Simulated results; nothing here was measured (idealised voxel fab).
The following is a process module called voxel plated lines.
The width of the displayed cross-section, cut, is 240 nm; its cells are square, with a size of 5 nm.
In this document a cross-section is written as a grid of square cells. It is given as a series of bands, listed from the top down, and a band is one or more rows of cells.
Quick guide to a band line: top height, bottom height (nm) up front; then every material left to right with its width in nm. Only one material and it's marked "full width"? Then it fills the band edge to edge. And "blank" just means empty space.
A quick word on heights: they are counted from 0, and under that level the wafer as it came to us is one material throughout. The lowest band is different from the rest in having no bottom; it simply continues downward, written as in "0 nm and below".
Graded width ("30->40"): value in top row of band = first number; value in bottom row = second number; row-to-row change constant.
It should be understood that the words "remained the same", when stated for a given step, signify that the cross-section underwent no change in any of its cells during that step.
"Tabulated closed voids" specifies each empty space that is not open to the top and that occupies no fewer than 8 cells, using the form width x height at distance, the distance measured from the left edge and all three quantities in nm.
That trailing text on a step's line, after the settings, is the simulator's own remark on the step.
The setting "overlay nm" may be written on the line of a step. When the step uses a mask, the value reports how far to the right of the planned place the mask lay, and a negative value reports that it lay to the left.

[Planned process steps]
1. RECEIVE | material Si
2. CONFORMAL_DEP | material SiN | thk nm 15
3. DIRECTIONAL_DEP | material TiN | thk nm 5
4. PATTERN | tone open | mask id LINES | material resist | width nm 20 | pitch nm 50 | thk nm 35 | overlay nm 0
5. EPI | material Ru | thk nm 5
6. EPI | material Ru | thk nm 5
7. EPI | material Ru | thk nm 10
8. STRIP | etch materials resist
9. DIRECTIONAL_ETCH | etch materials TiN | depth nm 5
10. CONFORMAL_DEP | material SiN | thk nm 10

[Shown in cross-section is the wafer as received, that is, as it stands after step 1]
	0 nm and below = Si full width
	Tabulated closed voids: none

[Sectioned view, first of two wafers, at the close of the module, processed as intended in the plan]
	50 nm to 40 nm = 50 nm blank, then 40 nm SiN, then 10 nm blank, then 40 nm SiN, then 10 nm blank, then 40 nm SiN, then 50 nm blank
	40 nm to 25 nm = 50 nm blank, then 10 nm SiN, then 20 nm Ru, then 10 nm SiN, then 10 nm blank, then 10 nm SiN, then 20 nm Ru, then 10 nm SiN, then 10 nm blank, then 10 nm SiN, then 20 nm Ru, then 10 nm SiN, then 50 nm blank
	25 nm to 20 nm = 60 nm SiN, then 20 nm Ru, then 30 nm SiN, then 20 nm Ru, then 30 nm SiN, then 20 nm Ru, then 60 nm SiN
	20 nm to 15 nm = 60 nm SiN, then 20 nm TiN, then 30 nm SiN, then 20 nm TiN, then 30 nm SiN, then 20 nm TiN, then 60 nm SiN
	15 nm to 0 nm = SiN full width
	0 nm and below = Si full width
	Tabulated closed voids: none

[Cross-sectional view: second of two wafers, end of module; start and plan identical to the first, one mistake in running]
	50 nm to 40 nm = 50 nm blank, then 40 nm SiN, then 10 nm blank, then 40 nm SiN, then 10 nm blank, then 40 nm SiN, then 50 nm blank
	40 nm to 35 nm = 50 nm blank, then 10 nm SiN, then 20 nm Ru, then 10 nm SiN, then 10 nm blank, then 10 nm SiN, then 20 nm Ru, then 10 nm SiN, then 10 nm blank, then 10 nm SiN, then 20 nm Ru, then 10 nm SiN, then 50 nm blank
	35 nm to 25 nm = 60 nm SiN, then 20 nm Ru, then 30 nm SiN, then 20 nm Ru, then 30 nm SiN, then 20 nm Ru, then 60 nm SiN
	25 nm to 20 nm = Ru full width
	20 nm to 15 nm = TiN full width
	15 nm to 0 nm = SiN full width
	0 nm and below = Si full width
	Tabulated closed voids: none
Run error: the executed order of steps 4 and 5 is the reverse of that specified in the plan, each step having taken the other's position
Final wafer comparison in cells, second versus first, more or fewer per material: Ru: 36 more; SiN: 24 fewer; TiN: 36 more
